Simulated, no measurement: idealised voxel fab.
process module | voxel ribs on slabs
cross-section cut | 285 nm wide | cells 5 nm
A cross-section is a grid of square cells, given in bands from the top down. A band is one or more rows of cells.
Each band's line starts with the height of the band's top and of its bottom, in nm. Then come its materials from left to right, each with its width in nm. One material with "throughout" fills the band from edge to edge. "air" is empty space.
Height 0 is the level under which the wafer as received is all one material. The lowest band goes on downwards, as in "0 down".
A width such as "30 to 40" changes by the same amount from each row of cells to the next, from the band's top row to its bottom row.
"no change" after a step means that no cell of the cross-section changed.
closed voids: empty space of 8 cells or more with no open way to the top, each as width x height at its distance from the left edge, in nm
after a step's settings: what the simulator itself notes on the step
overlay nm, on a step with a mask: how far to the right of its planned place the mask lay; to the left if negative
Each pair below shows a cross-section before one step and the cross-section after it, down to the lowest band that changed. The line under each pair gives the step between them, with its settings. The pairs can come from different runs of this module on the same starting wafer, so a pair continues from the pair above only where its "before" says so.
before
  0 down: Si throughout
  closed voids: none
after
  25 to 0: SiO2 throughout
  below 0: unchanged
  closed voids: none
the step between: op DIRECTIONAL_DEP | material SiO2 | thk nm 25
before: the cross-section after the pair above
after
  40 to 25: SiN throughout
  below 25: unchanged
  closed voids: none
the step between: op DIRECTIONAL_DEP | material SiN | thk nm 15
before: the cross-section after the pair above
after
  55 to 40: air 125 | resist 30 | air 130
  below 40: unchanged
  closed voids: none
the step between: op PATTERN | tone cover | mask id RIB | material resist | width nm 30 | thk nm 15 | overlay nm 0
before: the cross-section after the pair above
after
  55 to 40: air 125 | resist 30 | air 130
  40 to 30: air 125 | SiN 30 | air 130
  below 30: unchanged
  closed voids: none
the step between: op DIRECTIONAL_ETCH | etch materials SiN | depth nm 10
before: the cross-section after the pair above
after
  40 to 30: air 125 | SiN 30 | air 130
  below 30: unchanged
  closed voids: none
the step between: op STRIP | etch materials resist
before: the cross-section after the pair above
after
  40 to 30: air 125 | SiN 30 | air 130
  30 to 25: air 105 | SiN 70 | air 110
  below 25: unchanged
  closed voids: none
the step between: op MASKED_ETCH | tone cover | mask id SLAB | width nm 70 | etch materials SiN | depth nm 5 | overlay nm 0
before: the cross-section after the pair above
after
  65 to 40: SiO2 throughout
  40 to 30: SiO2 125 | SiN 30 | SiO2 130
  30 to 25: SiO2 105 | SiN 70 | SiO2 110
  below 25: unchanged
  closed voids: none
the step between: op FILL_DEP | material SiO2 | thk nm 25
before: the cross-section after the pair above
after
  60 to 40: SiO2 throughout
  below 40: unchanged
  closed voids: none
the step between: op CMP | height nm 60
before: the cross-section after the pair above
after
  70 to 60: TiN throughout
  below 60: unchanged
  closed voids: none
the step between: op DIRECTIONAL_DEP | material TiN | thk nm 10
before: the cross-section after the pair above
after
  80 to 70: aC throughout
  below 70: unchanged
  closed voids: none
the step between: op DIRECTIONAL_DEP | material aC | thk nm 10
before: the cross-section after the pair above
after
  110 to 80: air 120 | resist 40 | air 125
  below 80: unchanged
  closed voids: none
the step between: op PATTERN | tone cover | mask id HEATER | material resist | width nm 40 | thk nm 30 | overlay nm 0
before: the cross-section after the pair above
after
  100 to 80: air 120 | resist 40 | air 125
  80 to 70: air 120 | aC 40 | air 125
  below 70: unchanged
  closed voids: none
the step between: op DIRECTIONAL_ETCH | etch materials aC | depth nm 10
before: the cross-section after the pair above
after
  80 to 70: air 120 | aC 40 | air 125
  below 70: unchanged
  closed voids: none
the step between: op STRIP | etch materials resist
before: the cross-section after the pair above
after
  80 to 70: air 120 | aC 40 | air 125
  70 to 60: air 120 | TiN 40 | air 125
  below 60: unchanged
  closed voids: none
the step between: op DIRECTIONAL_ETCH | etch materials TiN | depth nm 10
before: the cross-section after the pair above
after
  70 to 60: air 120 | TiN 40 | air 125
  below 60: unchanged
  closed voids: none
the step between: op STRIP | etch materials aC
before: the cross-section after the pair above
after
  75 to 70: air 115 | SiN 50 | air 120
  70 to 65: air 115 | SiN 5 | TiN 40 | SiN 5 | air 120
  65 to 60: SiN 120 | TiN 40 | SiN 125
  below 60: unchanged
  closed voids: none
the step between: op CONFORMAL_DEP | material SiN | thk nm 5
before
  40 to 25: SiN throughout
  25 to 0: SiO2 throughout
  0 down: Si throughout
  closed voids: none
after
  55 to 25: SiN throughout
  below 25: unchanged
  closed voids: none
the step between: op DIRECTIONAL_DEP | material SiN | thk nm 15
before: the cross-section after the pair above
after
  70 to 55: air 125 | resist 30 | air 130
  below 55: unchanged
  closed voids: none
the step between: op PATTERN | tone cover | mask id RIB | material resist | width nm 30 | thk nm 15 | overlay nm 0
before: the cross-section after the pair above
after
  70 to 55: air 125 | resist 30 | air 130
  55 to 45: air 125 | SiN 30 | air 130
  below 45: unchanged
  closed voids: none
the step between: op DIRECTIONAL_ETCH | etch materials SiN | depth nm 10
before: the cross-section after the pair above
after
  55 to 45: air 125 | SiN 30 | air 130
  below 45: unchanged
  closed voids: none
the step between: op STRIP | etch materials resist
before: the cross-section after the pair above
after
  55 to 45: air 125 | SiN 30 | air 130
  45 to 40: air 105 | SiN 70 | air 110
  below 40: unchanged
  closed voids: none
the step between: op MASKED_ETCH | tone cover | mask id SLAB | width nm 70 | etch materials SiN | depth nm 5 | overlay nm 0
before: the cross-section after the pair above
after
  80 to 55: SiO2 throughout
  55 to 45: SiO2 125 | SiN 30 | SiO2 130
  45 to 40: SiO2 105 | SiN 70 | SiO2 110
  below 40: unchanged
  closed voids: none
the step between: op FILL_DEP | material SiO2 | thk nm 25
before: the cross-section after the pair above
after
  60 to 55: SiO2 throughout
  below 55: unchanged
  closed voids: none
the step between: op CMP | height nm 60
before: the cross-section after the pair above
after
  70 to 60: TiN throughout
  below 60: unchanged
  closed voids: none
the step between: op DIRECTIONAL_DEP | material TiN | thk nm 10
before: the cross-section after the pair above
after
  80 to 70: aC throughout
  below 70: unchanged
  closed voids: none
the step between: op DIRECTIONAL_DEP | material aC | thk nm 10
before: the cross-section after the pair above
after
  110 to 80: air 120 | resist 40 | air 125
  below 80: unchanged
  closed voids: none
the step between: op PATTERN | tone cover | mask id HEATER | material resist | width nm 40 | thk nm 30 | overlay nm 0
before: the cross-section after the pair above
after
  100 to 80: air 120 | resist 40 | air 125
  80 to 70: air 120 | aC 40 | air 125
  below 70: unchanged
  closed voids: none
the step between: op DIRECTIONAL_ETCH | etch materials aC | depth nm 10
before: the cross-section after the pair above
after
  80 to 70: air 120 | aC 40 | air 125
  below 70: unchanged
  closed voids: none
the step between: op STRIP | etch materials resist
before: the cross-section after the pair above
after
  80 to 70: air 120 | aC 40 | air 125
  70 to 60: air 120 | TiN 40 | air 125
  below 60: unchanged
  closed voids: none
the step between: op DIRECTIONAL_ETCH | etch materials TiN | depth nm 10
before: the cross-section after the pair above
after
  70 to 60: air 120 | TiN 40 | air 125
  below 60: unchanged
  closed voids: none
the step between: op STRIP | etch materials aC
before: the cross-section after the pair above
after
  75 to 70: air 115 | SiN 50 | air 120
  70 to 65: air 115 | SiN 5 | TiN 40 | SiN 5 | air 120
  65 to 60: SiN 120 | TiN 40 | SiN 125
  below 60: unchanged
  closed voids: none
the step between: op CONFORMAL_DEP | material SiN | thk nm 5
before
  0 down: Si throughout
  closed voids: none
after
  15 to 0: SiN throughout
  below 0: unchanged
  closed voids: none
the step between: op DIRECTIONAL_DEP | material SiN | thk nm 15
before: the cross-section after the pair above
after
  40 to 15: SiO2 throughout
  below 15: unchanged
  closed voids: none
the step between: op DIRECTIONAL_DEP | material SiO2 | thk nm 25
before: the cross-section after the pair above
after
  55 to 40: air 125 | resist 30 | air 130
  below 40: unchanged
  closed voids: none
the step between: op PATTERN | tone cover | mask id RIB | material resist | width nm 30 | thk nm 15 | overlay nm 0
before: the cross-section after the pair above
after
  40 to 15: SiO2 throughout
  below 15: unchanged
  closed voids: none
the step between: op STRIP | etch materials resist
before: the cross-section after the pair above
after
  65 to 15: SiO2 throughout
  below 15: unchanged
  closed voids: none
the step between: op FILL_DEP | material SiO2 | thk nm 25
before: the cross-section after the pair above
after
  60 to 15: SiO2 throughout
  below 15: unchanged
  closed voids: none
the step between: op CMP | height nm 60
before: the cross-section after the pair above
after
  70 to 60: TiN throughout
  below 60: unchanged
  closed voids: none
the step between: op DIRECTIONAL_DEP | material TiN | thk nm 10
before: the cross-section after the pair above
after
  80 to 70: aC throughout
  below 70: unchanged
  closed voids: none
the step between: op DIRECTIONAL_DEP | material aC | thk nm 10
before: the cross-section after the pair above
after
  110 to 80: air 120 | resist 40 | air 125
  below 80: unchanged
  closed voids: none
the step between: op PATTERN | tone cover | mask id HEATER | material resist | width nm 40 | thk nm 30 | overlay nm 0
before: the cross-section after the pair above
after
  100 to 80: air 120 | resist 40 | air 125
  80 to 70: air 120 | aC 40 | air 125
  below 70: unchanged
  closed voids: none
the step between: op DIRECTIONAL_ETCH | etch materials aC | depth nm 10
before: the cross-section after the pair above
after
  80 to 70: air 120 | aC 40 | air 125
  below 70: unchanged
  closed voids: none
the step between: op STRIP | etch materials resist
before: the cross-section after the pair above
after
  80 to 70: air 120 | aC 40 | air 125
  70 to 60: air 120 | TiN 40 | air 125
  below 60: unchanged
  closed voids: none
the step between: op DIRECTIONAL_ETCH | etch materials TiN | depth nm 10
before: the cross-section after the pair above
after
  70 to 60: air 120 | TiN 40 | air 125
  below 60: unchanged
  closed voids: none
the step between: op STRIP | etch materials aC
before: the cross-section after the pair above
after
  75 to 70: air 115 | SiN 50 | air 120
  70 to 65: air 115 | SiN 5 | TiN 40 | SiN 5 | air 120
  65 to 60: SiN 120 | TiN 40 | SiN 125
  below 60: unchanged
  closed voids: none
the step between: op CONFORMAL_DEP | material SiN | thk nm 5
before
  65 to 40: SiO2 throughout
  40 to 30: SiO2 125 | SiN 30 | SiO2 130
  30 to 25: SiO2 105 | SiN 70 | SiO2 110
  25 to 0: SiO2 throughout
  0 down: Si throughout
  closed voids: none
after
  50 to 40: SiO2 throughout
  below 40: unchanged
  closed voids: none
the step between: op CMP | height nm 50
before: the cross-section after the pair above
after
  60 to 50: TiN throughout
  below 50: unchanged
  closed voids: none
the step between: op DIRECTIONAL_DEP | material TiN | thk nm 10
before: the cross-section after the pair above
after
  70 to 60: aC throughout
  below 60: unchanged
  closed voids: none
the step between: op DIRECTIONAL_DEP | material aC | thk nm 10
before: the cross-section after the pair above
after
  100 to 70: air 120 | resist 40 | air 125
  below 70: unchanged
  closed voids: none
the step between: op PATTERN | tone cover | mask id HEATER | material resist | width nm 40 | thk nm 30 | overlay nm 0
before: the cross-section after the pair above
after
  90 to 70: air 120 | resist 40 | air 125
  70 to 60: air 120 | aC 40 | air 125
  below 60: unchanged
  closed voids: none
the step between: op DIRECTIONAL_ETCH | etch materials aC | depth nm 10
before: the cross-section after the pair above
after
  70 to 60: air 120 | aC 40 | air 125
  below 60: unchanged
  closed voids: none
the step between: op STRIP | etch materials resist
before: the cross-section after the pair above
after
  70 to 60: air 120 | aC 40 | air 125
  60 to 50: air 120 | TiN 40 | air 125
  below 50: unchanged
  closed voids: none
the step between: op DIRECTIONAL_ETCH | etch materials TiN | depth nm 10
before: the cross-section after the pair above
after
  60 to 50: air 120 | TiN 40 | air 125
  below 50: unchanged
  closed voids: none
the step between: op STRIP | etch materials aC
before: the cross-section after the pair above
after
  65 to 60: air 115 | SiN 50 | air 120
  60 to 55: air 115 | SiN 5 | TiN 40 | SiN 5 | air 120
  55 to 50: SiN 120 | TiN 40 | SiN 125
  below 50: unchanged
  closed voids: none
the step between: op CONFORMAL_DEP | material SiN | thk nm 5
before
  40 to 30: air 125 | SiN 30 | air 130
  30 to 25: SiN throughout
  25 to 0: SiO2 throughout
  0 down: Si throughout
  closed voids: none
after
  40 to 30: air 125 | SiN 30 | air 130
  30 to 25: air 105 | SiN 75 | air 105
  below 25: unchanged
  closed voids: none
the step between: op MASKED_ETCH | tone cover | mask id SLAB | width nm 75 | etch materials SiN | depth nm 5 | overlay nm 0
before: the cross-section after the pair above
after
  65 to 40: SiO2 throughout
  40 to 30: SiO2 125 | SiN 30 | SiO2 130
  30 to 25: SiO2 105 | SiN 75 | SiO2 105
  below 25: unchanged
  closed voids: none
the step between: op FILL_DEP | material SiO2 | thk nm 25
before: the cross-section after the pair above
after
  60 to 40: SiO2 throughout
  below 40: unchanged
  closed voids: none
the step between: op CMP | height nm 60
before: the cross-section after the pair above
after
  70 to 60: TiN throughout
  below 60: unchanged
  closed voids: none
the step between: op DIRECTIONAL_DEP | material TiN | thk nm 10
before: the cross-section after the pair above
after
  80 to 70: aC throughout
  below 70: unchanged
  closed voids: none
the step between: op DIRECTIONAL_DEP | material aC | thk nm 10
before: the cross-section after the pair above
after
  110 to 80: air 120 | resist 40 | air 125
  below 80: unchanged
  closed voids: none
the step between: op PATTERN | tone cover | mask id HEATER | material resist | width nm 40 | thk nm 30 | overlay nm 0
before: the cross-section after the pair above
after
  100 to 80: air 120 | resist 40 | air 125
  80 to 70: air 120 | aC 40 | air 125
  below 70: unchanged
  closed voids: none
the step between: op DIRECTIONAL_ETCH | etch materials aC | depth nm 10
before: the cross-section after the pair above
after
  80 to 70: air 120 | aC 40 | air 125
  below 70: unchanged
  closed voids: none
the step between: op STRIP | etch materials resist
before: the cross-section after the pair above
after
  80 to 70: air 120 | aC 40 | air 125
  70 to 60: air 120 | TiN 40 | air 125
  below 60: unchanged
  closed voids: none
the step between: op DIRECTIONAL_ETCH | etch materials TiN | depth nm 10
before: the cross-section after the pair above
after
  70 to 60: air 120 | TiN 40 | air 125
  below 60: unchanged
  closed voids: none
the step between: op STRIP | etch materials aC
before: the cross-section after the pair above
after
  75 to 70: air 115 | SiN 50 | air 120
  70 to 65: air 115 | SiN 5 | TiN 40 | SiN 5 | air 120
  65 to 60: SiN 120 | TiN 40 | SiN 125
  below 60: unchanged
  closed voids: none
the step between: op CONFORMAL_DEP | material SiN | thk nm 5
before
  40 to 30: air 125 | SiN 30 | air 130
  30 to 25: SiN throughout
  25 to 0: SiO2 throughout
  0 down: Si throughout
  closed voids: none
after
  40 to 30: air 125 | SiN 30 | air 130
  30 to 25: air 100 | SiN 70 | air 115
  below 25: unchanged
  closed voids: none
the step between: op MASKED_ETCH | tone cover | mask id SLAB | width nm 70 | etch materials SiN | depth nm 5 | overlay nm -5
before: the cross-section after the pair above
after
  65 to 40: SiO2 throughout
  40 to 30: SiO2 125 | SiN 30 | SiO2 130
  30 to 25: SiO2 100 | SiN 70 | SiO2 115
  below 25: unchanged
  closed voids: none
the step between: op FILL_DEP | material SiO2 | thk nm 25
before: the cross-section after the pair above
after
  60 to 40: SiO2 throughout
  below 40: unchanged
  closed voids: none
the step between: op CMP | height nm 60
before: the cross-section after the pair above
after
  70 to 60: TiN throughout
  below 60: unchanged
  closed voids: none
the step between: op DIRECTIONAL_DEP | material TiN | thk nm 10
before: the cross-section after the pair above
after
  80 to 70: aC throughout
  below 70: unchanged
  closed voids: none
the step between: op DIRECTIONAL_DEP | material aC | thk nm 10
before: the cross-section after the pair above
after
  110 to 80: air 120 | resist 40 | air 125
  below 80: unchanged
  closed voids: none
the step between: op PATTERN | tone cover | mask id HEATER | material resist | width nm 40 | thk nm 30 | overlay nm 0
before: the cross-section after the pair above
after
  100 to 80: air 120 | resist 40 | air 125
  80 to 70: air 120 | aC 40 | air 125
  below 70: unchanged
  closed voids: none
the step between: op DIRECTIONAL_ETCH | etch materials aC | depth nm 10
before: the cross-section after the pair above
after
  80 to 70: air 120 | aC 40 | air 125
  below 70: unchanged
  closed voids: none
the step between: op STRIP | etch materials resist
before: the cross-section after the pair above
after
  80 to 70: air 120 | aC 40 | air 125
  70 to 60: air 120 | TiN 40 | air 125
  below 60: unchanged
  closed voids: none
the step between: op DIRECTIONAL_ETCH | etch materials TiN | depth nm 10
before: the cross-section after the pair above
after
  70 to 60: air 120 | TiN 40 | air 125
  below 60: unchanged
  closed voids: none
the step between: op STRIP | etch materials aC
before: the cross-section after the pair above
after
  75 to 70: air 115 | SiN 50 | air 120
  70 to 65: air 115 | SiN 5 | TiN 40 | SiN 5 | air 120
  65 to 60: SiN 120 | TiN 40 | SiN 125
  below 60: unchanged
  closed voids: none
the step between: op CONFORMAL_DEP | material SiN | thk nm 5
before
  0 down: Si throughout
  closed voids: none
after
  25 to 0: aC throughout
  below 0: unchanged
  closed voids: none
the step between: op DIRECTIONAL_DEP | material aC | thk nm 25
before: the cross-section after the pair above
after
  40 to 25: SiN throughout
  below 25: unchanged
  closed voids: none
the step between: op DIRECTIONAL_DEP | material SiN | thk nm 15
before: the cross-section after the pair above
after
  55 to 40: air 125 | resist 30 | air 130
  below 40: unchanged
  closed voids: none
the step between: op PATTERN | tone cover | mask id RIB | material resist | width nm 30 | thk nm 15 | overlay nm 0
before: the cross-section after the pair above
after
  55 to 40: air 125 | resist 30 | air 130
  40 to 30: air 125 | SiN 30 | air 130
  below 30: unchanged
  closed voids: none
the step between: op DIRECTIONAL_ETCH | etch materials SiN | depth nm 10
before: the cross-section after the pair above
after
  40 to 30: air 125 | SiN 30 | air 130
  below 30: unchanged
  closed voids: none
the step between: op STRIP | etch materials resist
before: the cross-section after the pair above
after
  40 to 30: air 125 | SiN 30 | air 130
  30 to 25: air 105 | SiN 70 | air 110
  below 25: unchanged
  closed voids: none
the step between: op MASKED_ETCH | tone cover | mask id SLAB | width nm 70 | etch materials SiN | depth nm 5 | overlay nm 0
before: the cross-section after the pair above
after
  65 to 40: SiO2 throughout
  40 to 30: SiO2 125 | SiN 30 | SiO2 130
  30 to 25: SiO2 105 | SiN 70 | SiO2 110
  below 25: unchanged
  closed voids: none
the step between: op FILL_DEP | material SiO2 | thk nm 25
before: the cross-section after the pair above
after
  60 to 40: SiO2 throughout
  below 40: unchanged
  closed voids: none
the step between: op CMP | height nm 60
before: the cross-section after the pair above
after
  70 to 60: TiN throughout
  below 60: unchanged
  closed voids: none
the step between: op DIRECTIONAL_DEP | material TiN | thk nm 10
before: the cross-section after the pair above
after
  80 to 70: aC throughout
  below 70: unchanged
  closed voids: none
the step between: op DIRECTIONAL_DEP | material aC | thk nm 10
before: the cross-section after the pair above
after
  110 to 80: air 120 | resist 40 | air 125
  below 80: unchanged
  closed voids: none
the step between: op PATTERN | tone cover | mask id HEATER | material resist | width nm 40 | thk nm 30 | overlay nm 0
before: the cross-section after the pair above
after
  100 to 80: air 120 | resist 40 | air 125
  80 to 70: air 120 | aC 40 | air 125
  below 70: unchanged
  closed voids: none
the step between: op DIRECTIONAL_ETCH | etch materials aC | depth nm 10
before: the cross-section after the pair above
after
  80 to 70: air 120 | aC 40 | air 125
  below 70: unchanged
  closed voids: none
the step between: op STRIP | etch materials resist
before: the cross-section after the pair above
after
  80 to 70: air 120 | aC 40 | air 125
  70 to 60: air 120 | TiN 40 | air 125
  below 60: unchanged
  closed voids: none
the step between: op DIRECTIONAL_ETCH | etch materials TiN | depth nm 10
before: the cross-section after the pair above
after
  70 to 60: air 120 | TiN 40 | air 125
  below 60: unchanged
  closed voids: none
the step between: op STRIP | etch materials aC
before: the cross-section after the pair above
after
  75 to 70: air 115 | SiN 50 | air 120
  70 to 65: air 115 | SiN 5 | TiN 40 | SiN 5 | air 120
  65 to 60: SiN 120 | TiN 40 | SiN 125
  below 60: unchanged
  closed voids: none
the step between: op CONFORMAL_DEP | material SiN | thk nm 5
before
  40 to 30: air 125 | SiN 30 | air 130
  30 to 25: SiN throughout
  25 to 0: SiO2 throughout
  0 down: Si throughout
  closed voids: none
after
  35 to 30: air 125 | SiN 30 | air 130
  30 to 25: SiN 105 | air 20 | SiN 30 | air 20 | SiN 110
  below 25: unchanged
  closed voids: none
the step between: op MASKED_ETCH | tone open | mask id SLAB | width nm 70 | etch materials SiN | depth nm 5 | overlay nm 0
before: the cross-section after the pair above
after
  60 to 35: SiO2 throughout
  35 to 30: SiO2 125 | SiN 30 | SiO2 130
  30 to 25: SiN 105 | SiO2 20 | SiN 30 | SiO2 20 | SiN 110
  below 25: unchanged
  closed voids: none
the step between: op FILL_DEP | material SiO2 | thk nm 25
before: the cross-section after the pair above
after
  70 to 60: TiN throughout
  below 60: unchanged
  closed voids: none
the step between: op DIRECTIONAL_DEP | material TiN | thk nm 10
before: the cross-section after the pair above
after
  80 to 70: aC throughout
  below 70: unchanged
  closed voids: none
the step between: op DIRECTIONAL_DEP | material aC | thk nm 10
before: the cross-section after the pair above
after
  110 to 80: air 120 | resist 40 | air 125
  below 80: unchanged
  closed voids: none
the step between: op PATTERN | tone cover | mask id HEATER | material resist | width nm 40 | thk nm 30 | overlay nm 0
before: the cross-section after the pair above
after
  100 to 80: air 120 | resist 40 | air 125
  80 to 70: air 120 | aC 40 | air 125
  below 70: unchanged
  closed voids: none
the step between: op DIRECTIONAL_ETCH | etch materials aC | depth nm 10
before: the cross-section after the pair above
after
  80 to 70: air 120 | aC 40 | air 125
  below 70: unchanged
  closed voids: none
the step between: op STRIP | etch materials resist
before: the cross-section after the pair above
after
  80 to 70: air 120 | aC 40 | air 125
  70 to 60: air 120 | TiN 40 | air 125
  below 60: unchanged
  closed voids: none
the step between: op DIRECTIONAL_ETCH | etch materials TiN | depth nm 10
before: the cross-section after the pair above
after
  70 to 60: air 120 | TiN 40 | air 125
  below 60: unchanged
  closed voids: none
the step between: op STRIP | etch materials aC
before: the cross-section after the pair above
after
  75 to 70: air 115 | SiN 50 | air 120
  70 to 65: air 115 | SiN 5 | TiN 40 | SiN 5 | air 120
  65 to 60: SiN 120 | TiN 40 | SiN 125
  below 60: unchanged
  closed voids: none
the step between: op CONFORMAL_DEP | material SiN | thk nm 5
